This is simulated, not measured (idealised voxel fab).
Proc. module: voxel self aligned contacts
cross-section cut | 295 nm wide | cells 5 nm
Bands, listed from the top down, are how a cross-section gets written in this document; the cross-section itself is a grid of square cells, and a band is one or more rows of them.
For a band, the entry starts with two heights in nm, that of the top and then that of the bottom, and carries on with the band's materials in order from left to right, each alongside its width in nm; the word "full width" beside a single material means it fills the band edge to edge, and "air" means empty space.
For the purposes of this specification, 0 denotes the height below which the wafer in its as-received condition is composed wholly of one material, and the lowermost band, lacking a lower limit, extends downward without end, as expressed in "0 -> down".
The notation "30->40" denotes a width that varies across the rows of cells in the band, beginning at the first number in the top row, finishing at the second number in the bottom row, and changing by an identical amount from each row to the next.
Step marked "all unchanged"? Then no cell in the cross-section changed in it.
"Sealed voids" enumerates empty spaces isolated from the top, with no open way to it, that contain at least 8 cells, giving each as width x height at distance from the left edge, all three in nm.
Past the settings on a step's line: simulator remark, on that step.
overlay nm, on a step with a mask: how far to the right of its planned place the mask lay; to the left if negative
For the reader: what remains of this document is a series of pairs, each showing a cross-section before one process step and a cross-section after that step which reaches down only to the lowest band that changed, with the step between them and its settings set out under the pair. It should not be assumed that a pair continues from the pair above it; the pairs can come from different runs of this module on the same starting wafer, and such continuity exists only where the entry headed "Prior to step" says so.
Prior to step
    0 -> down: Si full width
    Sealed voids: none
Post-Step Section View
    0 -> -5: SiO2 full width
    Beneath the level -5, the cross-section is identical to its previous state.
    Sealed voids: none
What step was run between the cross-section before it and the cross-section after it, both above? OXIDIZE,depth nm 5
Prior to step: per the after cross-section of the pair just above.
Post-Step Section View
    30 -> 0: polySi full width
    Beneath the level 0, the cross-section is identical to its previous state.
    Sealed voids: none
What step was run between the cross-section before it and the cross-section after it, both above? DIRECTIONAL_DEP,material polySi,thk nm 30
Prior to step: per the after cross-section of the pair just above.
Post-Step Section View
    50 -> 30: SiN full width
    Beneath the level 30, the cross-section is identical to its previous state.
    Sealed voids: none
What step was run between the cross-section before it and the cross-section after it, both above? DIRECTIONAL_DEP,material SiN,thk nm 20
Prior to step: per the after cross-section of the pair just above.
Post-Step Section View
    60 -> 50: aC full width
    Beneath the level 50, the cross-section is identical to its previous state.
    Sealed voids: none
What step was run between the cross-section before it and the cross-section after it, both above? DIRECTIONAL_DEP,material aC,thk nm 10
Prior to step: per the after cross-section of the pair just above.
Post-Step Section View
    85 -> 60: air 85 nm  resist 25 nm  air 25 nm  resist 25 nm  air 25 nm  resist 25 nm  air 85 nm
    Beneath the level 60, the cross-section is identical to its previous state.
    Sealed voids: none
What step was run between the cross-section before it and the cross-section after it, both above? PATTERN,tone cover,mask id GATE,material resist,width nm 25,pitch nm 50,thk nm 25,overlay nm 0
Prior to step: per the after cross-section of the pair just above.
Post-Step Section View
    75 -> 60: air 85 nm  resist 25 nm  air 25 nm  resist 25 nm  air 25 nm  resist 25 nm  air 85 nm
    60 -> 50: air 85 nm  aC 25 nm  air 25 nm  aC 25 nm  air 25 nm  aC 25 nm  air 85 nm
    Beneath the level 50, the cross-section is identical to its previous state.
    Sealed voids: none
What step was run between the cross-section before it and the cross-section after it, both above? DIRECTIONAL_ETCH,etch materials aC,depth nm 10
Prior to step: per the after cross-section of the pair just above.
Post-Step Section View
    60 -> 50: air 85 nm  aC 25 nm  air 25 nm  aC 25 nm  air 25 nm  aC 25 nm  air 85 nm
    Beneath the level 50, the cross-section is identical to its previous state.
    Sealed voids: none
What step was run between the cross-section before it and the cross-section after it, both above? STRIP,etch materials resist
Prior to step: per the after cross-section of the pair just above.
Post-Step Section View
    60 -> 50: air 85 nm  aC 25 nm  air 25 nm  aC 25 nm  air 25 nm  aC 25 nm  air 85 nm
    50 -> 30: air 85 nm  SiN 25 nm  air 25 nm  SiN 25 nm  air 25 nm  SiN 25 nm  air 85 nm
    Beneath the level 30, the cross-section is identical to its previous state.
    Sealed voids: none
What step was run between the cross-section before it and the cross-section after it, both above? DIRECTIONAL_ETCH,etch materials SiN,depth nm 20
Prior to step: per the after cross-section of the pair just above.
Post-Step Section View
    60 -> 50: air 85 nm  aC 25 nm  air 25 nm  aC 25 nm  air 25 nm  aC 25 nm  air 85 nm
    50 -> 30: air 85 nm  SiN 25 nm  air 25 nm  SiN 25 nm  air 25 nm  SiN 25 nm  air 85 nm
    30 -> 0: air 85 nm  polySi 25 nm  air 25 nm  polySi 25 nm  air 25 nm  polySi 25 nm  air 85 nm
    Beneath the level 0, the cross-section is identical to its previous state.
    Sealed voids: none
What step was run between the cross-section before it and the cross-section after it, both above? DIRECTIONAL_ETCH,etch materials polySi,depth nm 30
Prior to step: per the after cross-section of the pair just above.
Post-Step Section View
    50 -> 30: air 85 nm  SiN 25 nm  air 25 nm  SiN 25 nm  air 25 nm  SiN 25 nm  air 85 nm
    Beneath the level 30, the cross-section is identical to its previous state.
    Sealed voids: none
What step was run between the cross-section before it and the cross-section after it, both above? STRIP,etch materials aC
Prior to step: per the after cross-section of the pair just above.
Post-Step Section View
    55 -> 30: air 80 nm  SiN 35 nm  air 15 nm  SiN 35 nm  air 15 nm  SiN 35 nm  air 80 nm
    30 -> 5: air 80 nm  SiN 5 nm  polySi 25 nm  SiN 5 nm  air 15 nm  SiN 5 nm  polySi 25 nm  SiN 5 nm  air 15 nm  SiN 5 nm  polySi 25 nm  SiN 5 nm  air 80 nm
    5 -> 0: SiN 85 nm  polySi 25 nm  SiN 25 nm  polySi 25 nm  SiN 25 nm  polySi 25 nm  SiN 85 nm
    Beneath the level 0, the cross-section is identical to its previous state.
    Sealed voids: none
What step was run between the cross-section before it and the cross-section after it, both above? CONFORMAL_DEP,material SiN,thk nm 5
Prior to step: per the after cross-section of the pair just above.
Post-Step Section View
    50 -> 30: air 80 nm  SiN 35 nm  air 15 nm  SiN 35 nm  air 15 nm  SiN 35 nm  air 80 nm
    30 -> 0: air 80 nm  SiN 5 nm  polySi 25 nm  SiN 5 nm  air 15 nm  SiN 5 nm  polySi 25 nm  SiN 5 nm  air 15 nm  SiN 5 nm  polySi 25 nm  SiN 5 nm  air 80 nm
    Beneath the level 0, the cross-section is identical to its previous state.
    Sealed voids: none
What step was run between the cross-section before it and the cross-section after it, both above? DIRECTIONAL_ETCH,etch materials SiN,depth nm 5
Prior to step: per the after cross-section of the pair just above.
Post-Step Section View
    65 -> 50: SiO2 full width
    50 -> 30: SiO2 80 nm  SiN 35 nm  SiO2 15 nm  SiN 35 nm  SiO2 15 nm  SiN 35 nm  SiO2 80 nm
    30 -> 0: SiO2 80 nm  SiN 5 nm  polySi 25 nm  SiN 5 nm  SiO2 15 nm  SiN 5 nm  polySi 25 nm  SiN 5 nm  SiO2 15 nm  SiN 5 nm  polySi 25 nm  SiN 5 nm  SiO2 80 nm
    Beneath the level 0, the cross-section is identical to its previous state.
    Sealed voids: none
What step was run between the cross-section before it and the cross-section after it, both above? FILL_DEP,material SiO2,thk nm 15
Prior to step: per the after cross-section of the pair just above.
Post-Step Section View
    60 -> 50: SiO2 full width
    Beneath the level 50, the cross-section is identical to its previous state.
    Sealed voids: none
What step was run between the cross-section before it and the cross-section after it, both above? CMP,height nm 60
Prior to step: per the after cross-section of the pair just above.
Post-Step Section View
    75 -> 60: aC full width
    Beneath the level 60, the cross-section is identical to its previous state.
    Sealed voids: none
What step was run between the cross-section before it and the cross-section after it, both above? DIRECTIONAL_DEP,material aC,thk nm 15
Prior to step: per the after cross-section of the pair just above.
Post-Step Section View
    105 -> 75: resist 105 nm  air 35 nm  resist 15 nm  air 35 nm  resist 105 nm
    Beneath the level 75, the cross-section is identical to its previous state.
    Sealed voids: none
What step was run between the cross-section before it and the cross-section after it, both above? PATTERN,tone open,mask id CONTACT,material resist,width nm 35,pitch nm 50,thk nm 30,overlay nm 0
Prior to step: per the after cross-section of the pair just above.
Post-Step Section View
    90 -> 75: resist 105 nm  air 35 nm  resist 15 nm  air 35 nm  resist 105 nm
    75 -> 60: aC 105 nm  air 35 nm  aC 15 nm  air 35 nm  aC 105 nm
    Beneath the level 60, the cross-section is identical to its previous state.
    Sealed voids: none
What step was run between the cross-section before it and the cross-section after it, both above? DIRECTIONAL_ETCH,etch materials aC,depth nm 15
Prior to step: per the after cross-section of the pair just above.
Post-Step Section View
    75 -> 60: aC 105 nm  air 35 nm  aC 15 nm  air 35 nm  aC 105 nm
    Beneath the level 60, the cross-section is identical to its previous state.
    Sealed voids: none
What step was run between the cross-section before it and the cross-section after it, both above? STRIP,etch materials resist
Prior to step: per the after cross-section of the pair just above.
Post-Step Section View
    75 -> 60: aC 105 nm  air 35 nm  aC 15 nm  air 35 nm  aC 105 nm
    60 -> 50: SiO2 105 nm  air 35 nm  SiO2 15 nm  air 35 nm  SiO2 105 nm
    50 -> 30: SiO2 80 nm  SiN 35 nm  air 15 nm  SiN 35 nm  air 15 nm  SiN 35 nm  SiO2 80 nm
    30 -> 0: SiO2 80 nm  SiN 5 nm  polySi 25 nm  SiN 5 nm  air 15 nm  SiN 5 nm  polySi 25 nm  SiN 5 nm  air 15 nm  SiN 5 nm  polySi 25 nm  SiN 5 nm  SiO2 80 nm
    0 -> -5: SiO2 115 nm  air 15 nm  SiO2 35 nm  air 15 nm  SiO2 115 nm
    Beneath the level -5, the cross-section is identical to its previous state.
    Sealed voids: none
What step was run between the cross-section before it and the cross-section after it, both above? DIRECTIONAL_ETCH,etch materials SiO2,depth nm 65
Prior to step: per the after cross-section of the pair just above.
Post-Step Section View
    60 -> 50: SiO2 105 nm  air 35 nm  SiO2 15 nm  air 35 nm  SiO2 105 nm
    Beneath the level 50, the cross-section is identical to its previous state.
    Sealed voids: none
What step was run between the cross-section before it and the cross-section after it, both above? STRIP,etch materials aC
Prior to step: per the after cross-section of the pair just above.
Post-Step Section View
    65 -> 60: TiN 110 nm  air 25 nm  TiN 25 nm  air 25 nm  TiN 110 nm
    60 -> 50: SiO2 105 nm  TiN 5->15 nm  air 25->5 nm  TiN 5->15 nm  SiO2 15 nm  TiN 5->15 nm  air 25->5 nm  TiN 5->15 nm  SiO2 105 nm
    50 -> 30: SiO2 80 nm  SiN 35 nm  TiN 5 nm  air 5 nm  TiN 5 nm  SiN 35 nm  TiN 5 nm  air 5 nm  TiN 5 nm  SiN 35 nm  SiO2 80 nm
    30 -> 0: SiO2 80 nm  SiN 5 nm  polySi 25 nm  SiN 5 nm  TiN 5 nm  air 5 nm  TiN 5 nm  SiN 5 nm  polySi 25 nm  SiN 5 nm  TiN 5 nm  air 5 nm  TiN 5 nm  SiN 5 nm  polySi 25 nm  SiN 5 nm  SiO2 80 nm
    0 -> -5: SiO2 115 nm  TiN 15 nm  SiO2 35 nm  TiN 15 nm  SiO2 115 nm
    Beneath the level -5, the cross-section is identical to its previous state.
    Sealed voids: none
What step was run between the cross-section before it and the cross-section after it, both above? CONFORMAL_DEP,material TiN,thk nm 5
Prior to step: per the after cross-section of the pair just above.
Post-Step Section View
    70 -> 65: Ru full width
    65 -> 60: TiN 110 nm  Ru 25 nm  TiN 25 nm  Ru 25 nm  TiN 110 nm
    60 -> 50: SiO2 105 nm  TiN 5->15 nm  Ru 25->5 nm  TiN 5->15 nm  SiO2 15 nm  TiN 5->15 nm  Ru 25->5 nm  TiN 5->15 nm  SiO2 105 nm
    50 -> 30: SiO2 80 nm  SiN 35 nm  TiN 5 nm  Ru 5 nm  TiN 5 nm  SiN 35 nm  TiN 5 nm  Ru 5 nm  TiN 5 nm  SiN 35 nm  SiO2 80 nm
    30 -> 0: SiO2 80 nm  SiN 5 nm  polySi 25 nm  SiN 5 nm  TiN 5 nm  Ru 5 nm  TiN 5 nm  SiN 5 nm  polySi 25 nm  SiN 5 nm  TiN 5 nm  Ru 5 nm  TiN 5 nm  SiN 5 nm  polySi 25 nm  SiN 5 nm  SiO2 80 nm
    Beneath the level 0, the cross-section is identical to its previous state.
    Sealed voids: none
What step was run between the cross-section before it and the cross-section after it, both above? FILL_DEP,material Ru,thk nm 5
Prior to step: per the after cross-section of the pair just above.
Post-Step Section View
    60 -> 50: SiO2 105 nm  TiN 5->15 nm  Ru 25->5 nm  TiN 5->15 nm  SiO2 15 nm  TiN 5->15 nm  Ru 25->5 nm  TiN 5->15 nm  SiO2 105 nm
    Beneath the level 50, the cross-section is identical to its previous state.
    Sealed voids: none
What step was run between the cross-section before it and the cross-section after it, both above? CMP,height nm 60
Prior to step: per the after cross-section of the pair just above.
Post-Step Section View
    65 -> 60: SiN full width
    Beneath the level 60, the cross-section is identical to its previous state.
    Sealed voids: none
What step was run between the cross-section before it and the cross-section after it, both above? CONFORMAL_DEP,material SiN,thk nm 5
Prior to step
    0 -> down: Si full width
    Sealed voids: none
Post-Step Section View
    30 -> 0: polySi full width
    Beneath the level 0, the cross-section is identical to its previous state.
    Sealed voids: none
What step was run between the cross-section before it and the cross-section after it, both above? DIRECTIONAL_DEP,material polySi,thk nm 30
Prior to step: per the after cross-section of the pair just above.
Post-Step Section View
    50 -> 30: SiN full width
    Beneath the level 30, the cross-section is identical to its previous state.
    Sealed voids: none
What step was run between the cross-section before it and the cross-section after it, both above? DIRECTIONAL_DEP,material SiN,thk nm 20
Prior to step: per the after cross-section of the pair just above.
Post-Step Section View
    60 -> 50: aC full width
    Beneath the level 50, the cross-section is identical to its previous state.
    Sealed voids: none
What step was run between the cross-section before it and the cross-section after it, both above? DIRECTIONAL_DEP,material aC,thk nm 10
Prior to step: per the after cross-section of the pair just above.
Post-Step Section View
    85 -> 60: air 85 nm  resist 25 nm  air 25 nm  resist 25 nm  air 25 nm  resist 25 nm  air 85 nm
    Beneath the level 60, the cross-section is identical to its previous state.
    Sealed voids: none
What step was run between the cross-section before it and the cross-section after it, both above? PATTERN,tone cover,mask id GATE,material resist,width nm 25,pitch nm 50,thk nm 25,overlay nm 0
Prior to step: per the after cross-section of the pair just above.
Post-Step Section View
    75 -> 60: air 85 nm  resist 25 nm  air 25 nm  resist 25 nm  air 25 nm  resist 25 nm  air 85 nm
    60 -> 50: air 85 nm  aC 25 nm  air 25 nm  aC 25 nm  air 25 nm  aC 25 nm  air 85 nm
    Beneath the level 50, the cross-section is identical to its previous state.
    Sealed voids: none
What step was run between the cross-section before it and the cross-section after it, both above? DIRECTIONAL_ETCH,etch materials aC,depth nm 10
Prior to step: per the after cross-section of the pair just above.
Post-Step Section View
    60 -> 50: air 85 nm  aC 25 nm  air 25 nm  aC 25 nm  air 25 nm  aC 25 nm  air 85 nm
    Beneath the level 50, the cross-section is identical to its previous state.
    Sealed voids: none
What step was run between the cross-section before it and the cross-section after it, both above? STRIP,etch materials resist
Prior to step: per the after cross-section of the pair just above.
Post-Step Section View
    60 -> 50: air 85 nm  aC 25 nm  air 25 nm  aC 25 nm  air 25 nm  aC 25 nm  air 85 nm
    50 -> 30: air 85 nm  SiN 25 nm  air 25 nm  SiN 25 nm  air 25 nm  SiN 25 nm  air 85 nm
    Beneath the level 30, the cross-section is identical to its previous state.
    Sealed voids: none
What step was run between the cross-section before it and the cross-section after it, both above? DIRECTIONAL_ETCH,etch materials SiN,depth nm 20
Prior to step: per the after cross-section of the pair just above.
Post-Step Section View
    60 -> 50: air 85 nm  aC 25 nm  air 25 nm  aC 25 nm  air 25 nm  aC 25 nm  air 85 nm
    50 -> 30: air 85 nm  SiN 25 nm  air 25 nm  SiN 25 nm  air 25 nm  SiN 25 nm  air 85 nm
    30 -> 0: air 85 nm  polySi 25 nm  air 25 nm  polySi 25 nm  air 25 nm  polySi 25 nm  air 85 nm
    Beneath the level 0, the cross-section is identical to its previous state.
    Sealed voids: none
What step was run between the cross-section before it and the cross-section after it, both above? DIRECTIONAL_ETCH,etch materials polySi,depth nm 30
Prior to step: per the after cross-section of the pair just above.
Post-Step Section View
    50 -> 30: air 85 nm  SiN 25 nm  air 25 nm  SiN 25 nm  air 25 nm  SiN 25 nm  air 85 nm
    Beneath the level 30, the cross-section is identical to its previous state.
    Sealed voids: none
What step was run between the cross-section before it and the cross-section after it, both above? STRIP,etch materials aC
Prior to step: per the after cross-section of the pair just above.
Post-Step Section View
    55 -> 30: air 80 nm  SiN 35 nm  air 15 nm  SiN 35 nm  air 15 nm  SiN 35 nm  air 80 nm
    30 -> 5: air 80 nm  SiN 5 nm  polySi 25 nm  SiN 5 nm  air 15 nm  SiN 5 nm  polySi 25 nm  SiN 5 nm  air 15 nm  SiN 5 nm  polySi 25 nm  SiN 5 nm  air 80 nm
    5 -> 0: SiN 85 nm  polySi 25 nm  SiN 25 nm  polySi 25 nm  SiN 25 nm  polySi 25 nm  SiN 85 nm
    Beneath the level 0, the cross-section is identical to its previous state.
    Sealed voids: none
What step was run between the cross-section before it and the cross-section after it, both above? CONFORMAL_DEP,material SiN,thk nm 5
Prior to step: per the after cross-section of the pair just above.
Post-Step Section View
    50 -> 30: air 80 nm  SiN 35 nm  air 15 nm  SiN 35 nm  air 15 nm  SiN 35 nm  air 80 nm
    30 -> 0: air 80 nm  SiN 5 nm  polySi 25 nm  SiN 5 nm  air 15 nm  SiN 5 nm  polySi 25 nm  SiN 5 nm  air 15 nm  SiN 5 nm  polySi 25 nm  SiN 5 nm  air 80 nm
    Beneath the level 0, the cross-section is identical to its previous state.
    Sealed voids: none
What step was run between the cross-section before it and the cross-section after it, both above? DIRECTIONAL_ETCH,etch materials SiN,depth nm 5
Prior to step: per the after cross-section of the pair just above.
Post-Step Section View
    65 -> 50: SiO2 full width
    50 -> 30: SiO2 80 nm  SiN 35 nm  SiO2 15 nm  SiN 35 nm  SiO2 15 nm  SiN 35 nm  SiO2 80 nm
    30 -> 0: SiO2 80 nm  SiN 5 nm  polySi 25 nm  SiN 5 nm  SiO2 15 nm  SiN 5 nm  polySi 25 nm  SiN 5 nm  SiO2 15 nm  SiN 5 nm  polySi 25 nm  SiN 5 nm  SiO2 80 nm
    Beneath the level 0, the cross-section is identical to its previous state.
    Sealed voids: none
What step was run between the cross-section before it and the cross-section after it, both above? FILL_DEP,material SiO2,thk nm 15
Prior to step: per the after cross-section of the pair just above.
Post-Step Section View
    60 -> 50: SiO2 full width
    Beneath the level 50, the cross-section is identical to its previous state.
    Sealed voids: none
What step was run between the cross-section before it and the cross-section after it, both above? CMP,height nm 60
Prior to step: per the after cross-section of the pair just above.
Post-Step Section View
    75 -> 60: aC full width
    Beneath the level 60, the cross-section is identical to its previous state.
    Sealed voids: none
What step was run between the cross-section before it and the cross-section after it, both above? DIRECTIONAL_DEP,material aC,thk nm 15
Prior to step: per the after cross-section of the pair just above.
Post-Step Section View
    105 -> 75: resist 105 nm  air 35 nm  resist 15 nm  air 35 nm  resist 105 nm
    Beneath the level 75, the cross-section is identical to its previous state.
    Sealed voids: none
What step was run between the cross-section before it and the cross-section after it, both above? PATTERN,tone open,mask id CONTACT,material resist,width nm 35,pitch nm 50,thk nm 30,overlay nm 0
Prior to step: per the after cross-section of the pair just above.
Post-Step Section View
    90 -> 75: resist 105 nm  air 35 nm  resist 15 nm  air 35 nm  resist 105 nm
    75 -> 60: aC 105 nm  air 35 nm  aC 15 nm  air 35 nm  aC 105 nm
    Beneath the level 60, the cross-section is identical to its previous state.
    Sealed voids: none
What step was run between the cross-section before it and the cross-section after it, both above? DIRECTIONAL_ETCH,etch materials aC,depth nm 15
Prior to step: per the after cross-section of the pair just above.
Post-Step Section View
    75 -> 60: aC 105 nm  air 35 nm  aC 15 nm  air 35 nm  aC 105 nm
    Beneath the level 60, the cross-section is identical to its previous state.
    Sealed voids: none
What step was run between the cross-section before it and the cross-section after it, both above? STRIP,etch materials resist
Prior to step: per the after cross-section of the pair just above.
Post-Step Section View
    75 -> 60: aC 105 nm  air 35 nm  aC 15 nm  air 35 nm  aC 105 nm
    60 -> 50: SiO2 105 nm  air 35 nm  SiO2 15 nm  air 35 nm  SiO2 105 nm
    50 -> 30: SiO2 80 nm  SiN 35 nm  air 15 nm  SiN 35 nm  air 15 nm  SiN 35 nm  SiO2 80 nm
    30 -> 0: SiO2 80 nm  SiN 5 nm  polySi 25 nm  SiN 5 nm  air 15 nm  SiN 5 nm  polySi 25 nm  SiN 5 nm  air 15 nm  SiN 5 nm  polySi 25 nm  SiN 5 nm  SiO2 80 nm
    Beneath the level 0, the cross-section is identical to its previous state.
    Sealed voids: none
What step was run between the cross-section before it and the cross-section after it, both above? DIRECTIONAL_ETCH,etch materials SiO2,depth nm 65
Prior to step: per the after cross-section of the pair just above.
Post-Step Section View
    60 -> 50: SiO2 105 nm  air 35 nm  SiO2 15 nm  air 35 nm  SiO2 105 nm
    Beneath the level 50, the cross-section is identical to its previous state.
    Sealed voids: none
What step was run between the cross-section before it and the cross-section after it, both above? STRIP,etch materials aC
Prior to step: per the after cross-section of the pair just above.
Post-Step Section View
    65 -> 60: TiN 110 nm  air 25 nm  TiN 25 nm  air 25 nm  TiN 110 nm
    60 -> 50: SiO2 105 nm  TiN 5->15 nm  air 25->5 nm  TiN 5->15 nm  SiO2 15 nm  TiN 5->15 nm  air 25->5 nm  TiN 5->15 nm  SiO2 105 nm
    50 -> 30: SiO2 80 nm  SiN 35 nm  TiN 5 nm  air 5 nm  TiN 5 nm  SiN 35 nm  TiN 5 nm  air 5 nm  TiN 5 nm  SiN 35 nm  SiO2 80 nm
    30 -> 5: SiO2 80 nm  SiN 5 nm  polySi 25 nm  SiN 5 nm  TiN 5 nm  air 5 nm  TiN 5 nm  SiN 5 nm  polySi 25 nm  SiN 5 nm  TiN 5 nm  air 5 nm  TiN 5 nm  SiN 5 nm  polySi 25 nm  SiN 5 nm  SiO2 80 nm
    5 -> 0: SiO2 80 nm  SiN 5 nm  polySi 25 nm  SiN 5 nm  TiN 15 nm  SiN 5 nm  polySi 25 nm  SiN 5 nm  TiN 15 nm  SiN 5 nm  polySi 25 nm  SiN 5 nm  SiO2 80 nm
    Beneath the level 0, the cross-section is identical to its previous state.
    Sealed voids: none
What step was run between the cross-section before it and the cross-section after it, both above? CONFORMAL_DEP,material TiN,thk nm 5
Prior to step: per the after cross-section of the pair just above.
Post-Step Section View
    70 -> 65: Ru full width
    65 -> 60: TiN 110 nm  Ru 25 nm  TiN 25 nm  Ru 25 nm  TiN 110 nm
    60 -> 50: SiO2 105 nm  TiN 5->15 nm  Ru 25->5 nm  TiN 5->15 nm  SiO2 15 nm  TiN 5->15 nm  Ru 25->5 nm  TiN 5->15 nm  SiO2 105 nm
    50 -> 30: SiO2 80 nm  SiN 35 nm  TiN 5 nm  Ru 5 nm  TiN 5 nm  SiN 35 nm  TiN 5 nm  Ru 5 nm  TiN 5 nm  SiN 35 nm  SiO2 80 nm
    30 -> 5: SiO2 80 nm  SiN 5 nm  polySi 25 nm  SiN 5 nm  TiN 5 nm  Ru 5 nm  TiN 5 nm  SiN 5 nm  polySi 25 nm  SiN 5 nm  TiN 5 nm  Ru 5 nm  TiN 5 nm  SiN 5 nm  polySi 25 nm  SiN 5 nm  SiO2 80 nm
    Beneath the level 5, the cross-section is identical to its previous state.
    Sealed voids: none
What step was run between the cross-section before it and the cross-section after it, both above? FILL_DEP,material Ru,thk nm 5
Prior to step: per the after cross-section of the pair just above.
Post-Step Section View
    60 -> 50: SiO2 105 nm  TiN 5->15 nm  Ru 25->5 nm  TiN 5->15 nm  SiO2 15 nm  TiN 5->15 nm  Ru 25->5 nm  TiN 5->15 nm  SiO2 105 nm
    Beneath the level 50, the cross-section is identical to its previous state.
    Sealed voids: none
What step was run between the cross-section before it and the cross-section after it, both above? CMP,height nm 60
Prior to step: per the after cross-section of the pair just above.
Post-Step Section View
    65 -> 60: SiN full width
    Beneath the level 60, the cross-section is identical to its previous state.
    Sealed voids: none
What step was run between the cross-section before it and the cross-section after it, both above? CONFORMAL_DEP,material SiN,thk nm 5
Prior to step
    30 -> 0: polySi full width
    0 -> -5: SiO2 full width
    -5 -> down: Si full width
    Sealed voids: none
Post-Step Section View
    60 -> 0: polySi full width
    Beneath the level 0, the cross-section is identical to its previous state.
    Sealed voids: none
What step was run between the cross-section before it and the cross-section after it, both above? DIRECTIONAL_DEP,material polySi,thk nm 30
Prior to step: per the after cross-section of the pair just above.
Post-Step Section View
    80 -> 60: SiN full width
    Beneath the level 60, the cross-section is identical to its previous state.
    Sealed voids: none
What step was run between the cross-section before it and the cross-section after it, both above? DIRECTIONAL_DEP,material SiN,thk nm 20
Prior to step: per the after cross-section of the pair just above.
Post-Step Section View
    90 -> 80: aC full width
    Beneath the level 80, the cross-section is identical to its previous state.
    Sealed voids: none
What step was run between the cross-section before it and the cross-section after it, both above? DIRECTIONAL_DEP,material aC,thk nm 10
Prior to step: per the after cross-section of the pair just above.
Post-Step Section View
    115 -> 90: air 85 nm  resist 25 nm  air 25 nm  resist 25 nm  air 25 nm  resist 25 nm  air 85 nm
    Beneath the level 90, the cross-section is identical to its previous state.
    Sealed voids: none
What step was run between the cross-section before it and the cross-section after it, both above? PATTERN,tone cover,mask id GATE,material resist,width nm 25,pitch nm 50,thk nm 25,overlay nm 0
Prior to step: per the after cross-section of the pair just above.
Post-Step Section View
    105 -> 90: air 85 nm  resist 25 nm  air 25 nm  resist 25 nm  air 25 nm  resist 25 nm  air 85 nm
    90 -> 80: air 85 nm  aC 25 nm  air 25 nm  aC 25 nm  air 25 nm  aC 25 nm  air 85 nm
    Beneath the level 80, the cross-section is identical to its previous state.
    Sealed voids: none
What step was run between the cross-section before it and the cross-section after it, both above? DIRECTIONAL_ETCH,etch materials aC,depth nm 10
Prior to step: per the after cross-section of the pair just above.
Post-Step Section View
    90 -> 80: air 85 nm  aC 25 nm  air 25 nm  aC 25 nm  air 25 nm  aC 25 nm  air 85 nm
    Beneath the level 80, the cross-section is identical to its previous state.
    Sealed voids: none
What step was run between the cross-section before it and the cross-section after it, both above? STRIP,etch materials resist
Prior to step: per the after cross-section of the pair just above.
Post-Step Section View
    90 -> 80: air 85 nm  aC 25 nm  air 25 nm  aC 25 nm  air 25 nm  aC 25 nm  air 85 nm
    80 -> 60: air 85 nm  SiN 25 nm  air 25 nm  SiN 25 nm  air 25 nm  SiN 25 nm  air 85 nm
    Beneath the level 60, the cross-section is identical to its previous state.
    Sealed voids: none
What step was run between the cross-section before it and the cross-section after it, both above? DIRECTIONAL_ETCH,etch materials SiN,depth nm 20
Prior to step: per the after cross-section of the pair just above.
Post-Step Section View
    90 -> 80: air 85 nm  aC 25 nm  air 25 nm  aC 25 nm  air 25 nm  aC 25 nm  air 85 nm
    80 -> 60: air 85 nm  SiN 25 nm  air 25 nm  SiN 25 nm  air 25 nm  SiN 25 nm  air 85 nm
    60 -> 30: air 85 nm  polySi 25 nm  air 25 nm  polySi 25 nm  air 25 nm  polySi 25 nm  air 85 nm
    Beneath the level 30, the cross-section is identical to its previous state.
    Sealed voids: none
What step was run between the cross-section before it and the cross-section after it, both above? DIRECTIONAL_ETCH,etch materials polySi,depth nm 30
Prior to step: per the after cross-section of the pair just above.
Post-Step Section View
    80 -> 60: air 85 nm  SiN 25 nm  air 25 nm  SiN 25 nm  air 25 nm  SiN 25 nm  air 85 nm
    Beneath the level 60, the cross-section is identical to its previous state.
    Sealed voids: none
What step was run between the cross-section before it and the cross-section after it, both above? STRIP,etch materials aC
Prior to step: per the after cross-section of the pair just above.
Post-Step Section View
    85 -> 60: air 80 nm  SiN 35 nm  air 15 nm  SiN 35 nm  air 15 nm  SiN 35 nm  air 80 nm
    60 -> 35: air 80 nm  SiN 5 nm  polySi 25 nm  SiN 5 nm  air 15 nm  SiN 5 nm  polySi 25 nm  SiN 5 nm  air 15 nm  SiN 5 nm  polySi 25 nm  SiN 5 nm  air 80 nm
    35 -> 30: SiN 85 nm  polySi 25 nm  SiN 25 nm  polySi 25 nm  SiN 25 nm  polySi 25 nm  SiN 85 nm
    Beneath the level 30, the cross-section is identical to its previous state.
    Sealed voids: none
What step was run between the cross-section before it and the cross-section after it, both above? CONFORMAL_DEP,material SiN,thk nm 5
Prior to step: per the after cross-section of the pair just above.
Post-Step Section View
    80 -> 60: air 80 nm  SiN 35 nm  air 15 nm  SiN 35 nm  air 15 nm  SiN 35 nm  air 80 nm
    60 -> 30: air 80 nm  SiN 5 nm  polySi 25 nm  SiN 5 nm  air 15 nm  SiN 5 nm  polySi 25 nm  SiN 5 nm  air 15 nm  SiN 5 nm  polySi 25 nm  SiN 5 nm  air 80 nm
    Beneath the level 30, the cross-section is identical to its previous state.
    Sealed voids: none
What step was run between the cross-section before it and the cross-section after it, both above? DIRECTIONAL_ETCH,etch materials SiN,depth nm 5
Prior to step: per the after cross-section of the pair just above.
Post-Step Section View
    95 -> 80: SiO2 full width
    80 -> 60: SiO2 80 nm  SiN 35 nm  SiO2 15 nm  SiN 35 nm  SiO2 15 nm  SiN 35 nm  SiO2 80 nm
    60 -> 30: SiO2 80 nm  SiN 5 nm  polySi 25 nm  SiN 5 nm  SiO2 15 nm  SiN 5 nm  polySi 25 nm  SiN 5 nm  SiO2 15 nm  SiN 5 nm  polySi 25 nm  SiN 5 nm  SiO2 80 nm
    Beneath the level 30, the cross-section is identical to its previous state.
    Sealed voids: none
What step was run between the cross-section before it and the cross-section after it, both above? FILL_DEP,material SiO2,thk nm 15
Prior to step: per the after cross-section of the pair just above.
Post-Step Section View
    60 -> 30: SiO2 80 nm  SiN 5 nm  polySi 25 nm  SiN 5 nm  SiO2 15 nm  SiN 5 nm  polySi 25 nm  SiN 5 nm  SiO2 15 nm  SiN 5 nm  polySi 25 nm  SiN 5 nm  SiO2 80 nm
    Beneath the level 30, the cross-section is identical to its previous state.
    Sealed voids: none
What step was run between the cross-section before it and the cross-section after it, both above? CMP,height nm 60
Prior to step: per the after cross-section of the pair just above.
Post-Step Section View
    75 -> 60: aC full width
    Beneath the level 60, the cross-section is identical to its previous state.
    Sealed voids: none
What step was run between the cross-section before it and the cross-section after it, both above? DIRECTIONAL_DEP,material aC,thk nm 15
Prior to step: per the after cross-section of the pair just above.
Post-Step Section View
    105 -> 75: resist 105 nm  air 35 nm  resist 15 nm  air 35 nm  resist 105 nm
    Beneath the level 75, the cross-section is identical to its previous state.
    Sealed voids: none
What step was run between the cross-section before it and the cross-section after it, both above? PATTERN,tone open,mask id CONTACT,material resist,width nm 35,pitch nm 50,thk nm 30,overlay nm 0
